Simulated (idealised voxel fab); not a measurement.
Module name: voxel transistor to metal (process module)
Pictured: cross-section cut, 185 nm wide, on a grid of 5 nm square cells.
Heads up, the way a cross-section reads in here is a grid of square cells, handed over as bands from the top down, with every band being one or more rows of cells.
In this notation a band is specified by the heights of its top and bottom, in that order and in nm, after which its materials appear from left to right, each paired with its width in nm. The word "full width" attached to a single material means that material fills the band from edge to edge; the word "air" stands for empty space.
A quick word on heights: they are counted from 0, and under that level the wafer as it came to us is one material throughout. The lowest band is different from the rest in having no bottom; it simply continues downward, written as in "from 0 down".
Quick explanation for "30 to 40": the width changes in equal steps down the rows of cells, from the first number in the band's top row to the second number in its bottom row.
Reading "identical to before" for a step: not a cell of the cross-section changed in it.
The entry titled "Fully sealed cavities" provides the empty spaces that have no open way to the top, restricted to those of 8 cells or more. Each is presented as width x height at distance, the distance being measured from the left edge, with all three in nm.
Text after the settings on a step's line: the simulator's own remark on that step.
You can add "overlay nm" to a step's line. For a step with a mask, it describes how far the mask lay to the right of its planned position, and a negative number describes a lay to the left.
So here's the lineup of process steps we planned
1. RECEIVE with material Si
2. OXIDIZE with depth nm 5
3. CONFORMAL_DEP with material SiN, thk nm 10
4. DIRECTIONAL_DEP with material aC, thk nm 10
5. PATTERN with tone cover, mask id ACTIVE, material resist, width nm 95, thk nm 30, overlay nm 0
6. DIRECTIONAL_ETCH with etch materials aC, depth nm 10
7. STRIP with etch materials resist
8. DIRECTIONAL_ETCH with etch materials SiN, depth nm 10
9. DIRECTIONAL_ETCH with etch materials SiO2, depth nm 5
10. DIRECTIONAL_ETCH with etch materials Si, depth nm 25
11. STRIP with etch materials aC
12. FILL_DEP with material SiO2, thk nm 10
13. CMP with height nm 10
14. SELECTIVE_ETCH with etch materials SiO2, depth nm 5
15. STRIP with etch materials SiN
16. SELECTIVE_ETCH with etch materials SiO2, depth nm 5
17. OXIDIZE with depth nm 5
18. DIRECTIONAL_DEP with material polySi, thk nm 20
19. DIRECTIONAL_DEP with material SiCN, thk nm 15
20. DIRECTIONAL_DEP with material aC, thk nm 10
21. PATTERN with tone cover, mask id GATE, material resist, width nm 25, thk nm 30, overlay nm 0
22. DIRECTIONAL_ETCH with etch materials aC, depth nm 10
23. STRIP with etch materials resist
24. DIRECTIONAL_ETCH with etch materials SiCN, depth nm 25
25. DIRECTIONAL_ETCH with etch materials polySi, depth nm 30
26. STRIP with etch materials aC
27. CONFORMAL_DEP with material SiN, thk nm 10
28. DIRECTIONAL_ETCH with etch materials SiN, depth nm 10
29. DIRECTIONAL_ETCH with etch materials SiO2, depth nm 5
30. EPI with material nSi, thk nm 5
31. FILL_DEP with material SiO2, thk nm 5
32. CMP with height nm 15
33. STRIP with etch materials polySi
34. SELECTIVE_ETCH with etch materials SiO2, depth nm 5
35. CONFORMAL_DEP with material HfO2, thk nm 5
36. CONFORMAL_DEP with material TiN, thk nm 5
37. FILL_DEP with material W, thk nm 10
38. CMP with height nm 10
39. DIRECTIONAL_DEP with material SiO2, thk nm 15
40. DIRECTIONAL_DEP with material aC, thk nm 10
41. PATTERN with tone open, mask id CONTACT, material resist, width nm 15, pitch nm 70, thk nm 30, overlay nm 0
42. DIRECTIONAL_ETCH with etch materials aC, depth nm 10
43. STRIP with etch materials resist
44. DIRECTIONAL_ETCH with etch materials SiO2, depth nm 30
45. STRIP with etch materials aC
46. CONFORMAL_DEP with material TiN, thk nm 5
47. FILL_DEP with material W, thk nm 5
48. CMP with height nm 25
49. DIRECTIONAL_DEP with material TiN, thk nm 5
50. DIRECTIONAL_DEP with material W, thk nm 15
51. DIRECTIONAL_DEP with material aC, thk nm 15
52. PATTERN with tone cover, mask id METAL_1, material resist, width nm 15, pitch nm 70, thk nm 35, overlay nm 0
53. DIRECTIONAL_ETCH with etch materials aC, depth nm 15
54. STRIP with etch materials resist
55. DIRECTIONAL_ETCH with etch materials W, depth nm 15
56. DIRECTIONAL_ETCH with etch materials TiN, depth nm 5
57. STRIP with etch materials aC
58. FILL_DEP with material lowk, thk nm 10
59. CMP with height nm 45
60. CONFORMAL_DEP with material SiCN, thk nm 5
61. DIRECTIONAL_DEP with material SiO2, thk nm 35
62. PATTERN with tone open, mask id METAL_2, material resist, width nm 15, pitch nm 70, thk nm 20, overlay nm 0
63. DIRECTIONAL_ETCH with etch materials SiO2, depth nm 20
64. STRIP with etch materials resist
65. MASKED_ETCH with tone open, mask id METAL_2_HOLES, width nm 15, pitch nm 70, etch materials SiO2, depth nm 15, overlay nm 0
66. MASKED_ETCH with tone open, mask id METAL_2_HOLES, width nm 15, pitch nm 70, etch materials SiCN, depth nm 5, overlay nm 0
67. CONFORMAL_DEP with material TiN, thk nm 5
68. FILL_DEP with material Cu, thk nm 10
69. CMP with height nm 85
70. CONFORMAL_DEP with material SiCN, thk nm 5
First of two wafers, with the run carried out as planned
Wafer cross-section on receipt, i.e. after step 1
	from 0 down: Si full width
	Fully sealed cavities: none
Sectional view: wafer, after step 2
	from 0 to -5: SiO2 full width
	Rest of section, below -5: as before.
Sectional view: wafer, after step 3
	from 10 to 0: SiN full width
	Rest of section, below 0: as before.
Sectional view: wafer, after step 4
	from 20 to 10: aC full width
	Rest of section, below 10: as before.
Sectional view: wafer, after step 5
	from 50 to 20: air 45  resist 95  air 45
	Rest of section, below 20: as before.
Sectional view: wafer, after step 6
	from 40 to 20: air 45  resist 95  air 45
	from 20 to 10: air 45  aC 95  air 45
	Rest of section, below 10: as before.
Sectional view: wafer, after step 7
	from 20 to 10: air 45  aC 95  air 45
	Rest of section, below 10: as before.
Sectional view: wafer, after step 8
	from 20 to 10: air 45  aC 95  air 45
	from 10 to 0: air 45  SiN 95  air 45
	Rest of section, below 0: as before.
Sectional view: wafer, after step 9
	from 20 to 10: air 45  aC 95  air 45
	from 10 to 0: air 45  SiN 95  air 45
	from 0 to -5: air 45  SiO2 95  air 45
	Rest of section, below -5: as before.
Sectional view: wafer, after step 10
	from 20 to 10: air 45  aC 95  air 45
	from 10 to 0: air 45  SiN 95  air 45
	from 0 to -5: air 45  SiO2 95  air 45
	from -5 to -30: air 45  Si 95  air 45
	Rest of section, below -30: as before.
Sectional view: wafer, after step 11
	from 10 to 0: air 45  SiN 95  air 45
	Rest of section, below 0: as before.
Sectional view: wafer, after step 12
	from 20 to 10: SiO2 full width
	from 10 to 0: SiO2 45  SiN 95  SiO2 45
	from 0 to -5: SiO2 full width
	from -5 to -30: SiO2 45  Si 95  SiO2 45
	Rest of section, below -30: as before.
Sectional view: wafer, after step 13
	from 10 to 0: SiO2 45  SiN 95  SiO2 45
	Rest of section, below 0: as before.
Sectional view: wafer, after step 14
	from 10 to 5: air 45  SiN 95  air 45
	Rest of section, below 5: as before.
Sectional view: wafer, after step 15
	from 5 to 0: SiO2 45  air 95  SiO2 45
	Rest of section, below 0: as before.
Sectional view: wafer, after step 16
	from 0 to -5: SiO2 40  air 105  SiO2 40
	Rest of section, below -5: as before.
Sectional view: wafer, after step 17
	from 0 to -5: SiO2 40  air 105  SiO2 40
	from -5 to -10: SiO2 full width
	Rest of section, below -10: as before.
Sectional view: wafer, after step 18
	from 20 to 15: polySi 40  air 105  polySi 40
	from 15 to 0: polySi full width
	from 0 to -5: SiO2 40  polySi 105  SiO2 40
	Rest of section, below -5: as before.
Sectional view: wafer, after step 19
	from 35 to 30: SiCN 40  air 105  SiCN 40
	from 30 to 20: SiCN full width
	from 20 to 15: polySi 40  SiCN 105  polySi 40
	Rest of section, below 15: as before.
Sectional view: wafer, after step 20
	from 45 to 40: aC 40  air 105  aC 40
	from 40 to 35: aC full width
	from 35 to 30: SiCN 40  aC 105  SiCN 40
	Rest of section, below 30: as before.
Sectional view: wafer, after step 21
	from 75 to 45: air 80  resist 25  air 80
	from 45 to 40: aC 40  air 40  resist 25  air 40  aC 40
	Rest of section, below 40: as before.
Sectional view: wafer, after step 22
	from 65 to 40: air 80  resist 25  air 80
	from 40 to 35: air 80  aC 25  air 80
	from 35 to 30: SiCN 40  air 40  aC 25  air 40  SiCN 40
	Rest of section, below 30: as before.
Sectional view: wafer, after step 23
	from 40 to 35: air 80  aC 25  air 80
	Rest of section, below 35: as before.
Sectional view: wafer, after step 24
	from 40 to 30: air 80  aC 25  air 80
	from 30 to 20: air 80  SiCN 25  air 80
	from 20 to 15: polySi 40  air 40  SiCN 25  air 40  polySi 40
	Rest of section, below 15: as before.
Sectional view: wafer, after step 25
	from 40 to 30: air 80  aC 25  air 80
	from 30 to 15: air 80  SiCN 25  air 80
	from 15 to 0: air 80  polySi 25  air 80
	from 0 to -5: SiO2 40  air 40  polySi 25  air 40  SiO2 40
	Rest of section, below -5: as before.
Sectional view: wafer, after step 26
	from 30 to 15: air 80  SiCN 25  air 80
	Rest of section, below 15: as before.
Sectional view: wafer, after step 27
	from 40 to 30: air 70  SiN 45  air 70
	from 30 to 15: air 70  SiN 10  SiCN 25  SiN 10  air 70
	from 15 to 10: air 70  SiN 10  polySi 25  SiN 10  air 70
	from 10 to 5: SiN 50  air 20  SiN 10  polySi 25  SiN 10  air 20  SiN 50
	from 5 to 0: SiN 80  polySi 25  SiN 80
	from 0 to -5: SiO2 40  SiN 40  polySi 25  SiN 40  SiO2 40
	Rest of section, below -5: as before.
Sectional view: wafer, after step 28
	from 30 to 15: air 70  SiN 10  SiCN 25  SiN 10  air 70
	from 15 to 0: air 70  SiN 10  polySi 25  SiN 10  air 70
	from 0 to -5: SiO2 40  SiN 10  air 20  SiN 10  polySi 25  SiN 10  air 20  SiN 10  SiO2 40
	Rest of section, below -5: as before.
Sectional view: wafer, after step 29
	from 30 to 15: air 70  SiN 10  SiCN 25  SiN 10  air 70
	from 15 to 0: air 70  SiN 10  polySi 25  SiN 10  air 70
	from 0 to -5: air 40  SiN 10  air 20  SiN 10  polySi 25  SiN 10  air 20  SiN 10  air 40
	from -5 to -10: SiO2 50  air 20  SiO2 45  air 20  SiO2 50
	Rest of section, below -10: as before.
Sectional view: wafer, after step 30
	from 30 to 15: air 70  SiN 10  SiCN 25  SiN 10  air 70
	from 15 to 0: air 70  SiN 10  polySi 25  SiN 10  air 70
	from 0 to -5: air 40  SiN 10  air 20  SiN 10  polySi 25  SiN 10  air 20  SiN 10  air 40
	from -5 to -10: SiO2 50  nSi 20  SiO2 45  nSi 20  SiO2 50
	Rest of section, below -10: as before.
Sectional view: wafer, after step 31
	from 35 to 30: SiO2 full width
	from 30 to 15: SiO2 70  SiN 10  SiCN 25  SiN 10  SiO2 70
	from 15 to 0: SiO2 70  SiN 10  polySi 25  SiN 10  SiO2 70
	from 0 to -5: SiO2 40  SiN 10  SiO2 20  SiN 10  polySi 25  SiN 10  SiO2 20  SiN 10  SiO2 40
	Rest of section, below -5: as before.
Sectional view: wafer, after step 32
	from 15 to 0: SiO2 70  SiN 10  polySi 25  SiN 10  SiO2 70
	Rest of section, below 0: as before.
Sectional view: wafer, after step 33
	from 15 to 0: SiO2 70  SiN 10  air 25  SiN 10  SiO2 70
	from 0 to -5: SiO2 40  SiN 10  SiO2 20  SiN 10  air 25  SiN 10  SiO2 20  SiN 10  SiO2 40
	Rest of section, below -5: as before.
Sectional view: wafer, after step 34
	from 15 to 10: air 70  SiN 10  air 25  SiN 10  air 70
	from 10 to 0: SiO2 70  SiN 10  air 25  SiN 10  SiO2 70
	from 0 to -5: SiO2 40  SiN 10  SiO2 20  SiN 10  air 25  SiN 10  SiO2 20  SiN 10  SiO2 40
	from -5 to -10: SiO2 50  nSi 20  SiO2 5  air 35  SiO2 5  nSi 20  SiO2 50
	Rest of section, below -10: as before.
Sectional view: wafer, after step 35
	from 20 to 15: air 65  HfO2 20  air 15  HfO2 20  air 65
	from 15 to 10: HfO2 70  SiN 10  HfO2 5  air 15  HfO2 5  SiN 10  HfO2 70
	from 10 to 0: SiO2 70  SiN 10  HfO2 5  air 15  HfO2 5  SiN 10  SiO2 70
	from 0 to -5: SiO2 40  SiN 10  SiO2 20  SiN 10  HfO2 5  air 15  HfO2 5  SiN 10  SiO2 20  SiN 10  SiO2 40
	from -5 to -10: SiO2 50  nSi 20  SiO2 5  HfO2 35  SiO2 5  nSi 20  SiO2 50
	Rest of section, below -10: as before.
Sectional view: wafer, after step 36
	from 25 to 20: air 60  TiN 30  air 5  TiN 30  air 60
	from 20 to 15: TiN 65  HfO2 20  TiN 5  air 5  TiN 5  HfO2 20  TiN 65
	from 15 to 10: HfO2 70  SiN 10  HfO2 5  TiN 5  air 5  TiN 5  HfO2 5  SiN 10  HfO2 70
	from 10 to 0: SiO2 70  SiN 10  HfO2 5  TiN 5  air 5  TiN 5  HfO2 5  SiN 10  SiO2 70
	from 0 to -5: SiO2 40  SiN 10  SiO2 20  SiN 10  HfO2 5  TiN 15  HfO2 5  SiN 10  SiO2 20  SiN 10  SiO2 40
	Rest of section, below -5: as before.
Sectional view: wafer, after step 37
	from 35 to 25: W full width
	from 25 to 20: W 60  TiN 30  W 5  TiN 30  W 60
	from 20 to 15: TiN 65  HfO2 20  TiN 5  W 5  TiN 5  HfO2 20  TiN 65
	from 15 to 10: HfO2 70  SiN 10  HfO2 5  TiN 5  W 5  TiN 5  HfO2 5  SiN 10  HfO2 70
	from 10 to 0: SiO2 70  SiN 10  HfO2 5  TiN 5  W 5  TiN 5  HfO2 5  SiN 10  SiO2 70
	Rest of section, below 0: as before.
Sectional view: wafer, after step 38
	from 10 to 0: SiO2 70  SiN 10  HfO2 5  TiN 5  W 5  TiN 5  HfO2 5  SiN 10  SiO2 70
	Rest of section, below 0: as before.
Sectional view: wafer, after step 39
	from 25 to 10: SiO2 full width
	Rest of section, below 10: as before.
Sectional view: wafer, after step 40
	from 35 to 25: aC full width
	Rest of section, below 25: as before.
Sectional view: wafer, after step 41
	from 65 to 35: resist 50  air 15  resist 55  air 15  resist 50
	Rest of section, below 35: as before.
Sectional view: wafer, after step 42
	from 55 to 35: resist 50  air 15  resist 55  air 15  resist 50
	from 35 to 25: aC 50  air 15  aC 55  air 15  aC 50
	Rest of section, below 25: as before.
Sectional view: wafer, after step 43
	from 35 to 25: aC 50  air 15  aC 55  air 15  aC 50
	Rest of section, below 25: as before.
Sectional view: wafer, after step 44
	from 35 to 25: aC 50  air 15  aC 55  air 15  aC 50
	from 25 to 10: SiO2 50  air 15  SiO2 55  air 15  SiO2 50
	from 10 to 0: SiO2 50  air 15  SiO2 5  SiN 10  HfO2 5  TiN 5  W 5  TiN 5  HfO2 5  SiN 10  SiO2 5  air 15  SiO2 50
	from 0 to -5: SiO2 40  SiN 10  air 15  SiO2 5  SiN 10  HfO2 5  TiN 15  HfO2 5  SiN 10  SiO2 5  air 15  SiN 10  SiO2 40
	Rest of section, below -5: as before.
Sectional view: wafer, after step 45
	from 25 to 10: SiO2 50  air 15  SiO2 55  air 15  SiO2 50
	Rest of section, below 10: as before.
Sectional view: wafer, after step 46
	from 30 to 25: TiN 55  air 5  TiN 65  air 5  TiN 55
	from 25 to 10: SiO2 50  TiN 5  air 5  TiN 5  SiO2 55  TiN 5  air 5  TiN 5  SiO2 50
	from 10 to 0: SiO2 50  TiN 5  air 5  TiN 5  SiO2 5  SiN 10  HfO2 5  TiN 5  W 5  TiN 5  HfO2 5  SiN 10  SiO2 5  TiN 5  air 5  TiN 5  SiO2 50
	from 0 to -5: SiO2 40  SiN 10  TiN 15  SiO2 5  SiN 10  HfO2 5  TiN 15  HfO2 5  SiN 10  SiO2 5  TiN 15  SiN 10  SiO2 40
	Rest of section, below -5: as before.
Sectional view: wafer, after step 47
	from 35 to 30: W full width
	from 30 to 25: TiN 55  W 5  TiN 65  W 5  TiN 55
	from 25 to 10: SiO2 50  TiN 5  W 5  TiN 5  SiO2 55  TiN 5  W 5  TiN 5  SiO2 50
	from 10 to 0: SiO2 50  TiN 5  W 5  TiN 5  SiO2 5  SiN 10  HfO2 5  TiN 5  W 5  TiN 5  HfO2 5  SiN 10  SiO2 5  TiN 5  W 5  TiN 5  SiO2 50
	Rest of section, below 0: as before.
Sectional view: wafer, after step 48
	from 25 to 10: SiO2 50  TiN 5  W 5  TiN 5  SiO2 55  TiN 5  W 5  TiN 5  SiO2 50
	Rest of section, below 10: as before.
Sectional view: wafer, after step 49
	from 30 to 25: TiN full width
	Rest of section, below 25: as before.
Sectional view: wafer, after step 50
	from 45 to 30: W full width
	Rest of section, below 30: as before.
Sectional view: wafer, after step 51
	from 60 to 45: aC full width
	Rest of section, below 45: as before.
Sectional view: wafer, after step 52
	from 95 to 60: air 50  resist 15  air 55  resist 15  air 50
	Rest of section, below 60: as before.
Sectional view: wafer, after step 53
	from 80 to 60: air 50  resist 15  air 55  resist 15  air 50
	from 60 to 45: air 50  aC 15  air 55  aC 15  air 50
	Rest of section, below 45: as before.
Sectional view: wafer, after step 54
	from 60 to 45: air 50  aC 15  air 55  aC 15  air 50
	Rest of section, below 45: as before.
Sectional view: wafer, after step 55
	from 60 to 45: air 50  aC 15  air 55  aC 15  air 50
	from 45 to 30: air 50  W 15  air 55  W 15  air 50
	Rest of section, below 30: as before.
Sectional view: wafer, after step 56
	from 60 to 45: air 50  aC 15  air 55  aC 15  air 50
	from 45 to 30: air 50  W 15  air 55  W 15  air 50
	from 30 to 25: air 50  TiN 15  air 55  TiN 15  air 50
	Rest of section, below 25: as before.
Sectional view: wafer, after step 57
	from 45 to 30: air 50  W 15  air 55  W 15  air 50
	Rest of section, below 30: as before.
Sectional view: wafer, after step 58
	from 55 to 45: lowk full width
	from 45 to 30: lowk 50  W 15  lowk 55  W 15  lowk 50
	from 30 to 25: lowk 50  TiN 15  lowk 55  TiN 15  lowk 50
	Rest of section, below 25: as before.
Sectional view: wafer, after step 59
	from 45 to 30: lowk 50  W 15  lowk 55  W 15  lowk 50
	Rest of section, below 30: as before.
Sectional view: wafer, after step 60
	from 50 to 45: SiCN full width
	Rest of section, below 45: as before.
Sectional view: wafer, after step 61
	from 85 to 50: SiO2 full width
	Rest of section, below 50: as before.
Sectional view: wafer, after step 62
	from 105 to 85: resist 50  air 15  resist 55  air 15  resist 50
	Rest of section, below 85: as before.
Sectional view: wafer, after step 63
	from 105 to 85: resist 50  air 15  resist 55  air 15  resist 50
	from 85 to 65: SiO2 50  air 15  SiO2 55  air 15  SiO2 50
	Rest of section, below 65: as before.
Sectional view: wafer, after step 64
	from 85 to 65: SiO2 50  air 15  SiO2 55  air 15  SiO2 50
	Rest of section, below 65: as before.
Sectional view: wafer, after step 65
	from 85 to 50: SiO2 50  air 15  SiO2 55  air 15  SiO2 50
	Rest of section, below 50: as before.
Sectional view: wafer, after step 66
	from 85 to 50: SiO2 50  air 15  SiO2 55  air 15  SiO2 50
	from 50 to 45: SiCN 50  air 15  SiCN 55  air 15  SiCN 50
	Rest of section, below 45: as before.
Sectional view: wafer, after step 67
	from 90 to 85: TiN 55  air 5  TiN 65  air 5  TiN 55
	from 85 to 50: SiO2 50  TiN 5  air 5  TiN 5  SiO2 55  TiN 5  air 5  TiN 5  SiO2 50
	from 50 to 45: SiCN 50  TiN 15  SiCN 55  TiN 15  SiCN 50
	Rest of section, below 45: as before.
Sectional view: wafer, after step 68
	from 100 to 90: Cu full width
	from 90 to 85: TiN 55  Cu 5  TiN 65  Cu 5  TiN 55
	from 85 to 50: SiO2 50  TiN 5  Cu 5  TiN 5  SiO2 55  TiN 5  Cu 5  TiN 5  SiO2 50
	Rest of section, below 50: as before.
Sectional view: wafer, after step 69
	from 85 to 50: SiO2 50  TiN 5  Cu 5  TiN 5  SiO2 55  TiN 5  Cu 5  TiN 5  SiO2 50
	Rest of section, below 50: as before.
Sectional view: wafer, after step 70
	from 90 to 85: SiCN full width
	Rest of section, below 85: as before.
The second wafer began exactly as the first did and followed the same plan, but one mistake was made while running it; through step 36 inclusive, the two wafers are identical
What the second wafer looks like in cross-section when step 37 should have wrapped up
	from 35 to 25: Cu full width
	from 25 to 20: Cu 60  TiN 30  Cu 5  TiN 30  Cu 60
	from 20 to 15: TiN 65  HfO2 20  TiN 5  Cu 5  TiN 5  HfO2 20  TiN 65
	from 15 to 10: HfO2 70  SiN 10  HfO2 5  TiN 5  Cu 5  TiN 5  HfO2 5  SiN 10  HfO2 70
	from 10 to 0: SiO2 70  SiN 10  HfO2 5  TiN 5  Cu 5  TiN 5  HfO2 5  SiN 10  SiO2 70
	Rest of section, below 0: as before.
What the second wafer looks like in cross-section when step 38 should have wrapped up
	from 10 to 0: SiO2 70  SiN 10  HfO2 5  TiN 5  Cu 5  TiN 5  HfO2 5  SiN 10  SiO2 70
	Rest of section, below 0: as before.
What the second wafer looks like in cross-section when step 39 should have wrapped up
	from 25 to 10: SiO2 full width
	Rest of section, below 10: as before.
What the second wafer looks like in cross-section when step 40 should have wrapped up
	from 35 to 25: aC full width
	Rest of section, below 25: as before.
What the second wafer looks like in cross-section when step 41 should have wrapped up
	from 65 to 35: resist 50  air 15  resist 55  air 15  resist 50
	Rest of section, below 35: as before.
What the second wafer looks like in cross-section when step 42 should have wrapped up
	from 55 to 35: resist 50  air 15  resist 55  air 15  resist 50
	from 35 to 25: aC 50  air 15  aC 55  air 15  aC 50
	Rest of section, below 25: as before.
What the second wafer looks like in cross-section when step 43 should have wrapped up
	from 35 to 25: aC 50  air 15  aC 55  air 15  aC 50
	Rest of section, below 25: as before.
What the second wafer looks like in cross-section when step 44 should have wrapped up
	from 35 to 25: aC 50  air 15  aC 55  air 15  aC 50
	from 25 to 10: SiO2 50  air 15  SiO2 55  air 15  SiO2 50
	from 10 to 0: SiO2 50  air 15  SiO2 5  SiN 10  HfO2 5  TiN 5  Cu 5  TiN 5  HfO2 5  SiN 10  SiO2 5  air 15  SiO2 50
	from 0 to -5: SiO2 40  SiN 10  air 15  SiO2 5  SiN 10  HfO2 5  TiN 15  HfO2 5  SiN 10  SiO2 5  air 15  SiN 10  SiO2 40
	Rest of section, below -5: as before.
What the second wafer looks like in cross-section when step 45 should have wrapped up
	from 25 to 10: SiO2 50  air 15  SiO2 55  air 15  SiO2 50
	Rest of section, below 10: as before.
What the second wafer looks like in cross-section when step 46 should have wrapped up
	from 30 to 25: TiN 55  air 5  TiN 65  air 5  TiN 55
	from 25 to 10: SiO2 50  TiN 5  air 5  TiN 5  SiO2 55  TiN 5  air 5  TiN 5  SiO2 50
	from 10 to 0: SiO2 50  TiN 5  air 5  TiN 5  SiO2 5  SiN 10  HfO2 5  TiN 5  Cu 5  TiN 5  HfO2 5  SiN 10  SiO2 5  TiN 5  air 5  TiN 5  SiO2 50
	from 0 to -5: SiO2 40  SiN 10  TiN 15  SiO2 5  SiN 10  HfO2 5  TiN 15  HfO2 5  SiN 10  SiO2 5  TiN 15  SiN 10  SiO2 40
	Rest of section, below -5: as before.
What the second wafer looks like in cross-section when step 47 should have wrapped up
	from 35 to 30: W full width
	from 30 to 25: TiN 55  W 5  TiN 65  W 5  TiN 55
	from 25 to 10: SiO2 50  TiN 5  W 5  TiN 5  SiO2 55  TiN 5  W 5  TiN 5  SiO2 50
	from 10 to 0: SiO2 50  TiN 5  W 5  TiN 5  SiO2 5  SiN 10  HfO2 5  TiN 5  Cu 5  TiN 5  HfO2 5  SiN 10  SiO2 5  TiN 5  W 5  TiN 5  SiO2 50
	Rest of section, below 0: as before.
What the second wafer looks like in cross-section when step 48 should have wrapped up
	from 25 to 10: SiO2 50  TiN 5  W 5  TiN 5  SiO2 55  TiN 5  W 5  TiN 5  SiO2 50
	Rest of section, below 10: as before.
What the second wafer looks like in cross-section when step 49 should have wrapped up
	from 30 to 25: TiN full width
	Rest of section, below 25: as before.
What the second wafer looks like in cross-section when step 50 should have wrapped up
	from 45 to 30: W full width
	Rest of section, below 30: as before.
What the second wafer looks like in cross-section when step 51 should have wrapped up
	from 60 to 45: aC full width
	Rest of section, below 45: as before.
What the second wafer looks like in cross-section when step 52 should have wrapped up
	from 95 to 60: air 50  resist 15  air 55  resist 15  air 50
	Rest of section, below 60: as before.
What the second wafer looks like in cross-section when step 53 should have wrapped up
	from 80 to 60: air 50  resist 15  air 55  resist 15  air 50
	from 60 to 45: air 50  aC 15  air 55  aC 15  air 50
	Rest of section, below 45: as before.
What the second wafer looks like in cross-section when step 54 should have wrapped up
	from 60 to 45: air 50  aC 15  air 55  aC 15  air 50
	Rest of section, below 45: as before.
What the second wafer looks like in cross-section when step 55 should have wrapped up
	from 60 to 45: air 50  aC 15  air 55  aC 15  air 50
	from 45 to 30: air 50  W 15  air 55  W 15  air 50
	Rest of section, below 30: as before.
What the second wafer looks like in cross-section when step 56 should have wrapped up
	from 60 to 45: air 50  aC 15  air 55  aC 15  air 50
	from 45 to 30: air 50  W 15  air 55  W 15  air 50
	from 30 to 25: air 50  TiN 15  air 55  TiN 15  air 50
	Rest of section, below 25: as before.
What the second wafer looks like in cross-section when step 57 should have wrapped up
	from 45 to 30: air 50  W 15  air 55  W 15  air 50
	Rest of section, below 30: as before.
What the second wafer looks like in cross-section when step 58 should have wrapped up
	from 55 to 45: lowk full width
	from 45 to 30: lowk 50  W 15  lowk 55  W 15  lowk 50
	from 30 to 25: lowk 50  TiN 15  lowk 55  TiN 15  lowk 50
	Rest of section, below 25: as before.
What the second wafer looks like in cross-section when step 59 should have wrapped up
	from 45 to 30: lowk 50  W 15  lowk 55  W 15  lowk 50
	Rest of section, below 30: as before.
What the second wafer looks like in cross-section when step 60 should have wrapped up
	from 50 to 45: SiCN full width
	Rest of section, below 45: as before.
What the second wafer looks like in cross-section when step 61 should have wrapped up
	from 85 to 50: SiO2 full width
	Rest of section, below 50: as before.
What the second wafer looks like in cross-section when step 62 should have wrapped up
	from 105 to 85: resist 50  air 15  resist 55  air 15  resist 50
	Rest of section, below 85: as before.
What the second wafer looks like in cross-section when step 63 should have wrapped up
	from 105 to 85: resist 50  air 15  resist 55  air 15  resist 50
	from 85 to 65: SiO2 50  air 15  SiO2 55  air 15  SiO2 50
	Rest of section, below 65: as before.
What the second wafer looks like in cross-section when step 64 should have wrapped up
	from 85 to 65: SiO2 50  air 15  SiO2 55  air 15  SiO2 50
	Rest of section, below 65: as before.
What the second wafer looks like in cross-section when step 65 should have wrapped up
	from 85 to 50: SiO2 50  air 15  SiO2 55  air 15  SiO2 50
	Rest of section, below 50: as before.
What the second wafer looks like in cross-section when step 66 should have wrapped up
	from 85 to 50: SiO2 50  air 15  SiO2 55  air 15  SiO2 50
	from 50 to 45: SiCN 50  air 15  SiCN 55  air 15  SiCN 50
	Rest of section, below 45: as before.
What the second wafer looks like in cross-section when step 67 should have wrapped up
	from 90 to 85: TiN 55  air 5  TiN 65  air 5  TiN 55
	from 85 to 50: SiO2 50  TiN 5  air 5  TiN 5  SiO2 55  TiN 5  air 5  TiN 5  SiO2 50
	from 50 to 45: SiCN 50  TiN 15  SiCN 55  TiN 15  SiCN 50
	Rest of section, below 45: as before.
What the second wafer looks like in cross-section when step 68 should have wrapped up
	from 100 to 90: Cu full width
	from 90 to 85: TiN 55  Cu 5  TiN 65  Cu 5  TiN 55
	from 85 to 50: SiO2 50  TiN 5  Cu 5  TiN 5  SiO2 55  TiN 5  Cu 5  TiN 5  SiO2 50
	Rest of section, below 50: as before.
What the second wafer looks like in cross-section when step 69 should have wrapped up
	from 85 to 50: SiO2 50  TiN 5  Cu 5  TiN 5  SiO2 55  TiN 5  Cu 5  TiN 5  SiO2 50
	Rest of section, below 50: as before.
What the second wafer looks like in cross-section when step 70 should have wrapped up
	from 90 to 85: SiCN full width
	Rest of section, below 85: as before.
What was done differently from what was planned? step 37 ran differently from the plan; actual operation with settings: FILL_DEP with material Cu, thk nm 10
at the end the second wafer has, in cells: 2 more of Cu | 2 fewer of W
